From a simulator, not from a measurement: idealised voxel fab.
Presented below is a process module, voxel capacitor over wiring.
160 nm wide, 5 nm square cells: that's cross-section cut.
A cross-section in this document is a grid of square cells, and it is written down as bands, the top band listed before the ones below it; a band is made up of one or more rows of cells.
Heights first: top, then bottom, in nm. Then materials, left to right, each with a width in nm. "throughout" on a single material: fills the band edge to edge. "air": empty space.
It should be noted that heights are counted from 0, beneath which the wafer as supplied is of one material throughout, and that the lowest band possesses no lower boundary but continues downward, as written in "0 and below".
Think of "30->40" as a width that walks from the first number to the second as you go down the band, top row to bottom row, taking equal-sized steps from row to row.
For the purposes of this document, the phrase "nothing was modified" attached to a step denotes that no cell within the cross-section was modified by that step.
"Fully closed voids" specifies each empty space that is not open to the top and that occupies no fewer than 8 cells, using the form width x height at distance, the distance measured from the left edge and all three quantities in nm.
after a step's settings: what the simulator itself notes on the step
Among the settings permitted on a step's line is "overlay nm"; applied to a step with a mask, it specifies the extent to which the mask lay to the right of its planned position, whereas a negative figure signifies a position to the left.
-- Steps in the process plan
1. RECEIVE: material Si
2. CONFORMAL_DEP: material SiO2, thk nm 10
3. DIRECTIONAL_DEP: material TiN, thk nm 5
4. DIRECTIONAL_DEP: material Ru, thk nm 15
5. PATTERN: tone cover, mask id METAL_1, material resist, width nm 25, pitch nm 95, thk nm 20, overlay nm 0
6. DIRECTIONAL_ETCH: etch materials Ru, depth nm 15
7. DIRECTIONAL_ETCH: etch materials TiN, depth nm 5
8. STRIP: etch materials resist
9. CONFORMAL_DEP: material SiCN, thk nm 5
10. FILL_DEP: material SiO2, thk nm 5
11. CMP: height nm 30
12. CONFORMAL_DEP: material SiCN, thk nm 5
13. DIRECTIONAL_DEP: material SiO2, thk nm 15
14. DIRECTIONAL_DEP: material aC, thk nm 10
15. PATTERN: tone open, mask id PLUG_1, material resist, width nm 15, thk nm 25, overlay nm 0
16. DIRECTIONAL_ETCH: etch materials aC, depth nm 10
17. STRIP: etch materials resist
18. DIRECTIONAL_ETCH: etch materials SiO2, depth nm 15
19. DIRECTIONAL_ETCH: etch materials SiCN, depth nm 5
20. STRIP: etch materials aC
21. CONFORMAL_DEP: material TiN, thk nm 5
22. FILL_DEP: material Cu, thk nm 5
23. CMP: height nm 50
24. DIRECTIONAL_DEP: material TiN, thk nm 10
25. DIRECTIONAL_DEP: material HfO2, thk nm 5
26. DIRECTIONAL_DEP: material TiN, thk nm 10
27. DIRECTIONAL_DEP: material aC, thk nm 10
28. PATTERN: tone cover, mask id UPPER_PLATE, material resist, width nm 75, thk nm 30, overlay nm 0
29. DIRECTIONAL_ETCH: etch materials aC, depth nm 10
30. STRIP: etch materials resist
31. DIRECTIONAL_ETCH: etch materials TiN, depth nm 10
32. DIRECTIONAL_ETCH: etch materials HfO2, depth nm 5
33. STRIP: etch materials aC
34. DIRECTIONAL_DEP: material aC, thk nm 10
35. PATTERN: tone cover, mask id LOWER_PLATE, material resist, width nm 85, thk nm 25, overlay nm 0
36. DIRECTIONAL_ETCH: etch materials aC, depth nm 10
37. STRIP: etch materials resist
38. DIRECTIONAL_ETCH: etch materials TiN, depth nm 10
39. STRIP: etch materials aC
40. FILL_DEP: material SiO2, thk nm 20
41. CMP: height nm 90
42. MASKED_ETCH: tone open, mask id PLUG_2, width nm 15, etch materials SiO2, depth nm 15, overlay nm 0
43. CONFORMAL_DEP: material TiN, thk nm 5
44. FILL_DEP: material Cu, thk nm 5
45. CMP: height nm 90
46. CONFORMAL_DEP: material SiN, thk nm 5
-- first wafer, as planned
-- Cross-section of the incoming wafer, state after step 1
  0 and below = Si throughout
  Fully closed voids: none
-- Sectional view: wafer, after step 2
  10 down to 0 = SiO2 throughout
  For the remainder of the cross-section, below 0, there is no change.
-- Sectional view: wafer, after step 3
  15 down to 10 = TiN throughout
  For the remainder of the cross-section, below 10, there is no change.
-- Sectional view: wafer, after step 4
  30 down to 15 = Ru throughout
  For the remainder of the cross-section, below 15, there is no change.
-- Sectional view: wafer, after step 5
  50 down to 30 = 20 nm air | 25 nm resist | 70 nm air | 25 nm resist | 20 nm air
  For the remainder of the cross-section, below 30, there is no change.
-- Sectional view: wafer, after step 6
  50 down to 30 = 20 nm air | 25 nm resist | 70 nm air | 25 nm resist | 20 nm air
  30 down to 15 = 20 nm air | 25 nm Ru | 70 nm air | 25 nm Ru | 20 nm air
  For the remainder of the cross-section, below 15, there is no change.
-- Sectional view: wafer, after step 7
  50 down to 30 = 20 nm air | 25 nm resist | 70 nm air | 25 nm resist | 20 nm air
  30 down to 15 = 20 nm air | 25 nm Ru | 70 nm air | 25 nm Ru | 20 nm air
  15 down to 10 = 20 nm air | 25 nm TiN | 70 nm air | 25 nm TiN | 20 nm air
  For the remainder of the cross-section, below 10, there is no change.
-- Sectional view: wafer, after step 8
  30 down to 15 = 20 nm air | 25 nm Ru | 70 nm air | 25 nm Ru | 20 nm air
  For the remainder of the cross-section, below 15, there is no change.
-- Sectional view: wafer, after step 9
  35 down to 30 = 15 nm air | 35 nm SiCN | 60 nm air | 35 nm SiCN | 15 nm air
  30 down to 15 = 15 nm air | 5 nm SiCN | 25 nm Ru | 5 nm SiCN | 60 nm air | 5 nm SiCN | 25 nm Ru | 5 nm SiCN | 15 nm air
  15 down to 10 = 20 nm SiCN | 25 nm TiN | 70 nm SiCN | 25 nm TiN | 20 nm SiCN
  For the remainder of the cross-section, below 10, there is no change.
-- Sectional view: wafer, after step 10
  40 down to 35 = SiO2 throughout
  35 down to 30 = 15 nm SiO2 | 35 nm SiCN | 60 nm SiO2 | 35 nm SiCN | 15 nm SiO2
  30 down to 15 = 15 nm SiO2 | 5 nm SiCN | 25 nm Ru | 5 nm SiCN | 60 nm SiO2 | 5 nm SiCN | 25 nm Ru | 5 nm SiCN | 15 nm SiO2
  For the remainder of the cross-section, below 15, there is no change.
-- Sectional view: wafer, after step 11
  30 down to 15 = 15 nm SiO2 | 5 nm SiCN | 25 nm Ru | 5 nm SiCN | 60 nm SiO2 | 5 nm SiCN | 25 nm Ru | 5 nm SiCN | 15 nm SiO2
  For the remainder of the cross-section, below 15, there is no change.
-- Sectional view: wafer, after step 12
  35 down to 30 = SiCN throughout
  For the remainder of the cross-section, below 30, there is no change.
-- Sectional view: wafer, after step 13
  50 down to 35 = SiO2 throughout
  For the remainder of the cross-section, below 35, there is no change.
-- Sectional view: wafer, after step 14
  60 down to 50 = aC throughout
  For the remainder of the cross-section, below 50, there is no change.
-- Sectional view: wafer, after step 15
  85 down to 60 = 30 nm resist | 15 nm air | 115 nm resist
  For the remainder of the cross-section, below 60, there is no change.
-- Sectional view: wafer, after step 16
  75 down to 60 = 30 nm resist | 15 nm air | 115 nm resist
  60 down to 50 = 30 nm aC | 15 nm air | 115 nm aC
  For the remainder of the cross-section, below 50, there is no change.
-- Sectional view: wafer, after step 17
  60 down to 50 = 30 nm aC | 15 nm air | 115 nm aC
  For the remainder of the cross-section, below 50, there is no change.
-- Sectional view: wafer, after step 18
  60 down to 50 = 30 nm aC | 15 nm air | 115 nm aC
  50 down to 35 = 30 nm SiO2 | 15 nm air | 115 nm SiO2
  For the remainder of the cross-section, below 35, there is no change.
-- Sectional view: wafer, after step 19
  60 down to 50 = 30 nm aC | 15 nm air | 115 nm aC
  50 down to 35 = 30 nm SiO2 | 15 nm air | 115 nm SiO2
  35 down to 30 = 30 nm SiCN | 15 nm air | 115 nm SiCN
  For the remainder of the cross-section, below 30, there is no change.
-- Sectional view: wafer, after step 20
  50 down to 35 = 30 nm SiO2 | 15 nm air | 115 nm SiO2
  For the remainder of the cross-section, below 35, there is no change.
-- Sectional view: wafer, after step 21
  55 down to 50 = 35 nm TiN | 5 nm air | 120 nm TiN
  50 down to 35 = 30 nm SiO2 | 5 nm TiN | 5 nm air | 5 nm TiN | 115 nm SiO2
  35 down to 30 = 30 nm SiCN | 15 nm TiN | 115 nm SiCN
  For the remainder of the cross-section, below 30, there is no change.
-- Sectional view: wafer, after step 22
  60 down to 55 = Cu throughout
  55 down to 50 = 35 nm TiN | 5 nm Cu | 120 nm TiN
  50 down to 35 = 30 nm SiO2 | 5 nm TiN | 5 nm Cu | 5 nm TiN | 115 nm SiO2
  For the remainder of the cross-section, below 35, there is no change.
-- Sectional view: wafer, after step 23
  50 down to 35 = 30 nm SiO2 | 5 nm TiN | 5 nm Cu | 5 nm TiN | 115 nm SiO2
  For the remainder of the cross-section, below 35, there is no change.
-- Sectional view: wafer, after step 24
  60 down to 50 = TiN throughout
  For the remainder of the cross-section, below 50, there is no change.
-- Sectional view: wafer, after step 25
  65 down to 60 = HfO2 throughout
  For the remainder of the cross-section, below 60, there is no change.
-- Sectional view: wafer, after step 26
  75 down to 65 = TiN throughout
  For the remainder of the cross-section, below 65, there is no change.
-- Sectional view: wafer, after step 27
  85 down to 75 = aC throughout
  For the remainder of the cross-section, below 75, there is no change.
-- Sectional view: wafer, after step 28
  115 down to 85 = 30 nm air | 75 nm resist | 55 nm air
  For the remainder of the cross-section, below 85, there is no change.
-- Sectional view: wafer, after step 29
  105 down to 85 = 30 nm air | 75 nm resist | 55 nm air
  85 down to 75 = 30 nm air | 75 nm aC | 55 nm air
  For the remainder of the cross-section, below 75, there is no change.
-- Sectional view: wafer, after step 30
  85 down to 75 = 30 nm air | 75 nm aC | 55 nm air
  For the remainder of the cross-section, below 75, there is no change.
-- Sectional view: wafer, after step 31
  85 down to 75 = 30 nm air | 75 nm aC | 55 nm air
  75 down to 65 = 30 nm air | 75 nm TiN | 55 nm air
  For the remainder of the cross-section, below 65, there is no change.
-- Sectional view: wafer, after step 32
  85 down to 75 = 30 nm air | 75 nm aC | 55 nm air
  75 down to 65 = 30 nm air | 75 nm TiN | 55 nm air
  65 down to 60 = 30 nm air | 75 nm HfO2 | 55 nm air
  For the remainder of the cross-section, below 60, there is no change.
-- Sectional view: wafer, after step 33
  75 down to 65 = 30 nm air | 75 nm TiN | 55 nm air
  For the remainder of the cross-section, below 65, there is no change.
-- Sectional view: wafer, after step 34
  85 down to 75 = 30 nm air | 75 nm aC | 55 nm air
  75 down to 70 = 30 nm air | 75 nm TiN | 55 nm air
  70 down to 65 = 30 nm aC | 75 nm TiN | 55 nm aC
  65 down to 60 = 30 nm aC | 75 nm HfO2 | 55 nm aC
  For the remainder of the cross-section, below 60, there is no change.
-- Sectional view: wafer, after step 35
  110 down to 85 = 25 nm air | 85 nm resist | 50 nm air
  85 down to 75 = 25 nm air | 5 nm resist | 75 nm aC | 5 nm resist | 50 nm air
  75 down to 70 = 25 nm air | 5 nm resist | 75 nm TiN | 5 nm resist | 50 nm air
  For the remainder of the cross-section, below 70, there is no change.
-- Sectional view: wafer, after step 36
  100 down to 85 = 25 nm air | 85 nm resist | 50 nm air
  85 down to 75 = 25 nm air | 5 nm resist | 75 nm aC | 5 nm resist | 50 nm air
  75 down to 70 = 25 nm air | 5 nm resist | 75 nm TiN | 5 nm resist | 50 nm air
  70 down to 65 = 25 nm air | 5 nm aC | 75 nm TiN | 5 nm aC | 50 nm air
  65 down to 60 = 25 nm air | 5 nm aC | 75 nm HfO2 | 5 nm aC | 50 nm air
  For the remainder of the cross-section, below 60, there is no change.
-- Sectional view: wafer, after step 37
  85 down to 75 = 30 nm air | 75 nm aC | 55 nm air
  75 down to 70 = 30 nm air | 75 nm TiN | 55 nm air
  For the remainder of the cross-section, below 70, there is no change.
-- Sectional view: wafer, after step 38
  85 down to 75 = 30 nm air | 75 nm aC | 55 nm air
  75 down to 70 = 30 nm air | 75 nm TiN | 55 nm air
  70 down to 65 = 25 nm air | 5 nm aC | 75 nm TiN | 5 nm aC | 50 nm air
  65 down to 60 = 25 nm air | 5 nm aC | 75 nm HfO2 | 5 nm aC | 50 nm air
  60 down to 50 = 25 nm air | 85 nm TiN | 50 nm air
  For the remainder of the cross-section, below 50, there is no change.
-- Sectional view: wafer, after step 39
  75 down to 65 = 30 nm air | 75 nm TiN | 55 nm air
  65 down to 60 = 30 nm air | 75 nm HfO2 | 55 nm air
  For the remainder of the cross-section, below 60, there is no change.
-- Sectional view: wafer, after step 40
  95 down to 75 = SiO2 throughout
  75 down to 65 = 30 nm SiO2 | 75 nm TiN | 55 nm SiO2
  65 down to 60 = 30 nm SiO2 | 75 nm HfO2 | 55 nm SiO2
  60 down to 50 = 25 nm SiO2 | 85 nm TiN | 50 nm SiO2
  For the remainder of the cross-section, below 50, there is no change.
-- Sectional view: wafer, after step 41
  90 down to 75 = SiO2 throughout
  For the remainder of the cross-section, below 75, there is no change.
-- Sectional view: wafer, after step 42
  90 down to 75 = 40 nm SiO2 | 15 nm air | 105 nm SiO2
  For the remainder of the cross-section, below 75, there is no change.
-- Sectional view: wafer, after step 43
  95 down to 90 = 45 nm TiN | 5 nm air | 110 nm TiN
  90 down to 80 = 40 nm SiO2 | 5 nm TiN | 5 nm air | 5 nm TiN | 105 nm SiO2
  80 down to 75 = 40 nm SiO2 | 15 nm TiN | 105 nm SiO2
  For the remainder of the cross-section, below 75, there is no change.
-- Sectional view: wafer, after step 44
  100 down to 95 = Cu throughout
  95 down to 90 = 45 nm TiN | 5 nm Cu | 110 nm TiN
  90 down to 80 = 40 nm SiO2 | 5 nm TiN | 5 nm Cu | 5 nm TiN | 105 nm SiO2
  For the remainder of the cross-section, below 80, there is no change.
-- Sectional view: wafer, after step 45
  90 down to 80 = 40 nm SiO2 | 5 nm TiN | 5 nm Cu | 5 nm TiN | 105 nm SiO2
  For the remainder of the cross-section, below 80, there is no change.
-- Sectional view: wafer, after step 46
  95 down to 90 = SiN throughout
  For the remainder of the cross-section, below 90, there is no change.
-- The second wafer: identical to the first at the outset and in its planned sequence, differing only in that one mistake was made during processing; up to and including step 27, its path is the first wafer's path
-- Second wafer, cut view, end of step 28 per plan
  115 down to 85 = 40 nm air | 75 nm resist | 45 nm air
  For the remainder of the cross-section, below 85, there is no change.
-- Second wafer, cut view, end of step 29 per plan
  105 down to 85 = 40 nm air | 75 nm resist | 45 nm air
  85 down to 75 = 40 nm air | 75 nm aC | 45 nm air
  For the remainder of the cross-section, below 75, there is no change.
-- Second wafer, cut view, end of step 30 per plan
  85 down to 75 = 40 nm air | 75 nm aC | 45 nm air
  For the remainder of the cross-section, below 75, there is no change.
-- Second wafer, cut view, end of step 31 per plan
  85 down to 75 = 40 nm air | 75 nm aC | 45 nm air
  75 down to 65 = 40 nm air | 75 nm TiN | 45 nm air
  For the remainder of the cross-section, below 65, there is no change.
-- Second wafer, cut view, end of step 32 per plan
  85 down to 75 = 40 nm air | 75 nm aC | 45 nm air
  75 down to 65 = 40 nm air | 75 nm TiN | 45 nm air
  65 down to 60 = 40 nm air | 75 nm HfO2 | 45 nm air
  For the remainder of the cross-section, below 60, there is no change.
-- Second wafer, cut view, end of step 33 per plan
  75 down to 65 = 40 nm air | 75 nm TiN | 45 nm air
  For the remainder of the cross-section, below 65, there is no change.
-- Second wafer, cut view, end of step 34 per plan
  85 down to 75 = 40 nm air | 75 nm aC | 45 nm air
  75 down to 70 = 40 nm air | 75 nm TiN | 45 nm air
  70 down to 65 = 40 nm aC | 75 nm TiN | 45 nm aC
  65 down to 60 = 40 nm aC | 75 nm HfO2 | 45 nm aC
  For the remainder of the cross-section, below 60, there is no change.
-- Second wafer, cut view, end of step 35 per plan
  110 down to 85 = 25 nm air | 85 nm resist | 50 nm air
  85 down to 75 = 25 nm air | 15 nm resist | 75 nm aC | 45 nm air
  75 down to 70 = 25 nm air | 15 nm resist | 75 nm TiN | 45 nm air
  For the remainder of the cross-section, below 70, there is no change.
-- Second wafer, cut view, end of step 36 per plan
  100 down to 85 = 25 nm air | 85 nm resist | 50 nm air
  85 down to 75 = 25 nm air | 15 nm resist | 70 nm aC | 50 nm air
  75 down to 70 = 25 nm air | 15 nm resist | 75 nm TiN | 45 nm air
  70 down to 65 = 25 nm air | 15 nm aC | 75 nm TiN | 45 nm air
  65 down to 60 = 25 nm air | 15 nm aC | 75 nm HfO2 | 45 nm air
  For the remainder of the cross-section, below 60, there is no change.
-- Second wafer, cut view, end of step 37 per plan
  85 down to 75 = 40 nm air | 70 nm aC | 50 nm air
  75 down to 70 = 40 nm air | 75 nm TiN | 45 nm air
  For the remainder of the cross-section, below 70, there is no change.
-- Second wafer, cut view, end of step 38 per plan
  85 down to 75 = 40 nm air | 70 nm aC | 50 nm air
  75 down to 70 = 40 nm air | 70 nm TiN | 50 nm air
  70 down to 65 = 25 nm air | 15 nm aC | 70 nm TiN | 50 nm air
  65 down to 60 = 25 nm air | 15 nm aC | 75 nm HfO2 | 45 nm air
  60 down to 50 = 25 nm air | 90 nm TiN | 45 nm air
  For the remainder of the cross-section, below 50, there is no change.
-- Second wafer, cut view, end of step 39 per plan
  75 down to 65 = 40 nm air | 70 nm TiN | 50 nm air
  65 down to 60 = 40 nm air | 75 nm HfO2 | 45 nm air
  For the remainder of the cross-section, below 60, there is no change.
-- Second wafer, cut view, end of step 40 per plan
  95 down to 75 = SiO2 throughout
  75 down to 65 = 40 nm SiO2 | 70 nm TiN | 50 nm SiO2
  65 down to 60 = 40 nm SiO2 | 75 nm HfO2 | 45 nm SiO2
  60 down to 50 = 25 nm SiO2 | 90 nm TiN | 45 nm SiO2
  For the remainder of the cross-section, below 50, there is no change.
-- Second wafer, cut view, end of step 41 per plan
  90 down to 75 = SiO2 throughout
  For the remainder of the cross-section, below 75, there is no change.
-- Second wafer, cut view, end of step 42 per plan
  90 down to 75 = 40 nm SiO2 | 15 nm air | 105 nm SiO2
  For the remainder of the cross-section, below 75, there is no change.
-- Second wafer, cut view, end of step 43 per plan
  95 down to 90 = 45 nm TiN | 5 nm air | 110 nm TiN
  90 down to 80 = 40 nm SiO2 | 5 nm TiN | 5 nm air | 5 nm TiN | 105 nm SiO2
  80 down to 75 = 40 nm SiO2 | 15 nm TiN | 105 nm SiO2
  For the remainder of the cross-section, below 75, there is no change.
-- Second wafer, cut view, end of step 44 per plan
  100 down to 95 = Cu throughout
  95 down to 90 = 45 nm TiN | 5 nm Cu | 110 nm TiN
  90 down to 80 = 40 nm SiO2 | 5 nm TiN | 5 nm Cu | 5 nm TiN | 105 nm SiO2
  For the remainder of the cross-section, below 80, there is no change.
-- Second wafer, cut view, end of step 45 per plan
  90 down to 80 = 40 nm SiO2 | 5 nm TiN | 5 nm Cu | 5 nm TiN | 105 nm SiO2
  For the remainder of the cross-section, below 80, there is no change.
-- Second wafer, cut view, end of step 46 per plan
  95 down to 90 = SiN throughout
  For the remainder of the cross-section, below 90, there is no change.
Where did the run depart from the plan? step 28 ran differently from the plan; actual operation with settings: PATTERN: tone cover, mask id UPPER_PLATE, material resist, width nm 75, thk nm 30, overlay nm 10
If you tally the cells, the second wafer ends up with the same amount of every material as the first; it's all just sitting in different places.
